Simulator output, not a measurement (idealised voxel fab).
Process module name: voxel wiring stack
Square cell edge 5 nm, section width 230 nm, ID cut.
Reading order for cross-sections: top band down to bottom band. Underlying form: a grid of square cells. Band size: one or more rows of cells. For a band, the entry starts with two heights in nm, that of the top and then that of the bottom, and carries on with the band's materials in order from left to right, each alongside its width in nm; the word "all across" beside a single material means it fills the band edge to edge, and "air" means empty space. Basically, 0 is our baseline, since under it the wafer straight out of the box is all one material. The bottom band has no lower end and keeps on going down, so it looks like "0 nm and below". A width given as "30..40" starts at the first number in the band's top row and ends at the second number in its bottom row, shifting by an equal amount at every step from row to row. "no alterations made" for a step: no cell of the cross-section changed in that step. "Encapsulated voids" means: voids of 8 cells or more that are shut off from the top with no open way through. Written width x height at distance, distance from the left edge, in nm. Whatever follows a step's settings on its line is a remark the simulator itself makes about that step. A step line may carry the setting "overlay nm", which, for steps involving a mask, states the distance by which the mask lay to the right of its intended position; negative values denote displacement to the left.

### Steps planned for the process
1: RECEIVE with material Si
2: CONFORMAL_DEP with material SiO2, thk nm 10
3: CONFORMAL_DEP with material SiCN, thk nm 5
4: DIRECTIONAL_DEP with material SiO2, thk nm 15
5: MASKED_ETCH with tone open, mask id METAL_1, width nm 20, pitch nm 35, etch materials SiO2, depth nm 15, overlay nm 0
6: MASKED_ETCH with tone open, mask id METAL_1, width nm 20, pitch nm 35, etch materials SiCN, depth nm 5, overlay nm 0
7: CONFORMAL_DEP with material TiN, thk nm 5
8: FILL_DEP with material W, thk nm 5
9: CMP with height nm 30
10: EPI with material Ru, thk nm 5
11: FILL_DEP with material SiCN, thk nm 5
12: DIRECTIONAL_DEP with material lowk, thk nm 20
13: MASKED_ETCH with tone open, mask id PLUG_1, width nm 15, pitch nm 35, etch materials lowk, depth nm 20, overlay nm 0
14: MASKED_ETCH with tone open, mask id PLUG_1, width nm 15, pitch nm 35, etch materials SiCN, depth nm 5, overlay nm 0
15: CONFORMAL_DEP with material TiN, thk nm 5
16: FILL_DEP with material Cu, thk nm 10
17: CMP with height nm 60
18: DIRECTIONAL_DEP with material TiN, thk nm 5
19: DIRECTIONAL_DEP with material W, thk nm 20
20: PATTERN with tone cover, mask id METAL_2, material resist, width nm 20, pitch nm 35, thk nm 15, overlay nm 0
21: DIRECTIONAL_ETCH with etch materials W, depth nm 20
22: DIRECTIONAL_ETCH with etch materials TiN, depth nm 5
23: STRIP with etch materials resist
24: FILL_DEP with material lowk, thk nm 10
25: CMP with height nm 85
26: CONFORMAL_DEP with material SiCN, thk nm 5
27: DIRECTIONAL_DEP with material SiO2, thk nm 30
28: DIRECTIONAL_DEP with material aC, thk nm 10
29: PATTERN with tone open, mask id METAL_3_HOLES, material resist, width nm 15, pitch nm 70, thk nm 25, overlay nm 0
30: DIRECTIONAL_ETCH with etch materials aC, depth nm 10
31: STRIP with etch materials resist
32: DIRECTIONAL_ETCH with etch materials SiO2, depth nm 30
33: STRIP with etch materials aC
34: PATTERN with tone open, mask id METAL_3, material resist, width nm 20, pitch nm 35, thk nm 20, overlay nm 0
35: DIRECTIONAL_ETCH with etch materials SiO2, depth nm 15
36: DIRECTIONAL_ETCH with etch materials SiCN, depth nm 5
37: STRIP with etch materials resist
38: CONFORMAL_DEP with material TiN, thk nm 5
39: FILL_DEP with material Cu, thk nm 5
40: CMP with height nm 120
41: CONFORMAL_DEP with material SiCN, thk nm 5

### As-received wafer cross-section (after step 1)
> 0 nm and below  Si all across
> Encapsulated voids: none

### As-planned run: cross-section of the first of two wafers at end of module
> 125 nm to 120 nm  SiCN all across
> 120 nm to 110 nm  50 nm SiO2, 5 nm TiN, 10 nm Cu, 5 nm TiN, 15 nm SiO2, 5 nm TiN, 10 nm Cu, 5 nm TiN, 15 nm SiO2, 5 nm TiN, 10 nm Cu, 5 nm TiN, 15 nm SiO2, 5 nm TiN, 10 nm Cu, 5 nm TiN, 55 nm SiO2
> 110 nm to 105 nm  50 nm SiO2, 5 nm TiN, 5 nm Cu, 10 nm TiN, 15 nm SiO2, 20 nm TiN, 15 nm SiO2, 5 nm TiN, 5 nm Cu, 10 nm TiN, 15 nm SiO2, 20 nm TiN, 55 nm SiO2
> 105 nm to 90 nm  50 nm SiO2, 5 nm TiN, 5 nm Cu, 5 nm TiN, 55 nm SiO2, 5 nm TiN, 5 nm Cu, 5 nm TiN, 95 nm SiO2
> 90 nm to 85 nm  50 nm SiCN, 15 nm TiN, 55 nm SiCN, 15 nm TiN, 95 nm SiCN
> 85 nm to 65 nm  50 nm lowk, 20 nm W, 15 nm lowk, 20 nm W, 15 nm lowk, 20 nm W, 15 nm lowk, 20 nm W, 55 nm lowk
> 65 nm to 60 nm  50 nm lowk, 20 nm TiN, 15 nm lowk, 20 nm TiN, 15 nm lowk, 20 nm TiN, 15 nm lowk, 20 nm TiN, 55 nm lowk
> 60 nm to 40 nm  50 nm lowk, 5 nm TiN, 5 nm Cu, 5 nm TiN, 20 nm lowk, 5 nm TiN, 5 nm Cu, 5 nm TiN, 20 nm lowk, 5 nm TiN, 5 nm Cu, 5 nm TiN, 20 nm lowk, 5 nm TiN, 5 nm Cu, 5 nm TiN, 60 nm lowk
> 40 nm to 35 nm  50 nm SiCN, 15 nm TiN, 20 nm SiCN, 15 nm TiN, 20 nm SiCN, 15 nm TiN, 20 nm SiCN, 15 nm TiN, 60 nm SiCN
> 35 nm to 30 nm  45 nm SiCN, 30 nm Ru, 5 nm SiCN, 30 nm Ru, 5 nm SiCN, 30 nm Ru, 5 nm SiCN, 30 nm Ru, 50 nm SiCN
> 30 nm to 15 nm  50 nm SiO2, 5 nm TiN, 10 nm W, 5 nm TiN, 15 nm SiO2, 5 nm TiN, 10 nm W, 5 nm TiN, 15 nm SiO2, 5 nm TiN, 10 nm W, 5 nm TiN, 15 nm SiO2, 5 nm TiN, 10 nm W, 5 nm TiN, 55 nm SiO2
> 15 nm to 10 nm  50 nm SiCN, 20 nm TiN, 15 nm SiCN, 20 nm TiN, 15 nm SiCN, 20 nm TiN, 15 nm SiCN, 20 nm TiN, 55 nm SiCN
> 10 nm to 0 nm  SiO2 all across
> 0 nm and below  Si all across
> Encapsulated voids: none

### Second wafer through the module, sectioned at the end: same beginning and same plan as the first wafer, with one mistake in carrying it out
> 125 nm to 120 nm  SiCN all across
> 120 nm to 110 nm  50 nm SiO2, 5 nm TiN, 10 nm Cu, 5 nm TiN, 15 nm SiO2, 5 nm TiN, 10 nm Cu, 5 nm TiN, 15 nm SiO2, 5 nm TiN, 10 nm Cu, 5 nm TiN, 15 nm SiO2, 5 nm TiN, 10 nm Cu, 5 nm TiN, 55 nm SiO2
> 110 nm to 105 nm  50 nm SiO2, 5 nm TiN, 5 nm Cu, 10 nm TiN, 15 nm SiO2, 20 nm TiN, 15 nm SiO2, 5 nm TiN, 5 nm Cu, 10 nm TiN, 15 nm SiO2, 20 nm TiN, 55 nm SiO2
> 105 nm to 90 nm  50 nm SiO2, 5 nm TiN, 5 nm Cu, 5 nm TiN, 55 nm SiO2, 5 nm TiN, 5 nm Cu, 5 nm TiN, 95 nm SiO2
> 90 nm to 85 nm  50 nm SiCN, 15 nm TiN, 55 nm SiCN, 15 nm TiN, 95 nm SiCN
> 85 nm to 65 nm  50 nm lowk, 20 nm W, 15 nm lowk, 20 nm W, 15 nm lowk, 20 nm W, 15 nm lowk, 20 nm W, 55 nm lowk
> 65 nm to 60 nm  50 nm lowk, 20 nm TiN, 15 nm lowk, 20 nm TiN, 15 nm lowk, 20 nm TiN, 15 nm lowk, 20 nm TiN, 55 nm lowk
> 60 nm to 40 nm  50 nm lowk, 5 nm TiN, 5 nm Cu, 5 nm TiN, 20 nm lowk, 5 nm TiN, 5 nm Cu, 5 nm TiN, 20 nm lowk, 5 nm TiN, 5 nm Cu, 5 nm TiN, 20 nm lowk, 5 nm TiN, 5 nm Cu, 5 nm TiN, 60 nm lowk
> 40 nm to 35 nm  50 nm SiCN, 15 nm TiN, 20 nm SiCN, 15 nm TiN, 20 nm SiCN, 15 nm TiN, 20 nm SiCN, 15 nm TiN, 60 nm SiCN
> 35 nm to 30 nm  45 nm SiCN, 30 nm Ru, 5 nm SiCN, 30 nm Ru, 5 nm SiCN, 30 nm Ru, 5 nm SiCN, 30 nm Ru, 50 nm SiCN
> 30 nm to 20 nm  50 nm SiO2, 5 nm TiN, 10 nm W, 5 nm TiN, 15 nm SiO2, 5 nm TiN, 10 nm W, 5 nm TiN, 15 nm SiO2, 5 nm TiN, 10 nm W, 5 nm TiN, 15 nm SiO2, 5 nm TiN, 10 nm W, 5 nm TiN, 55 nm SiO2
> 20 nm to 15 nm  50 nm SiO2, 20 nm TiN, 15 nm SiO2, 20 nm TiN, 15 nm SiO2, 20 nm TiN, 15 nm SiO2, 20 nm TiN, 55 nm SiO2
> 15 nm to 10 nm  60 nm SiCN, 10 nm TiN, 25 nm SiCN, 10 nm TiN, 25 nm SiCN, 10 nm TiN, 25 nm SiCN, 10 nm TiN, 55 nm SiCN
> 10 nm to 0 nm  SiO2 all across
> 0 nm and below  Si all across
> Encapsulated voids: none
Want to know what went wrong? it should be noted that step 6 was executed with settings other than those planned, the operation and settings actually applied being MASKED_ETCH with tone open, mask id METAL_1, width nm 20, pitch nm 35, etch materials SiCN, depth nm 5, overlay nm 10
It is noted that, at the conclusion of processing, the second wafer exhibits a higher or lower cell count for certain materials relative to the first: +8 SiCN, -8 W
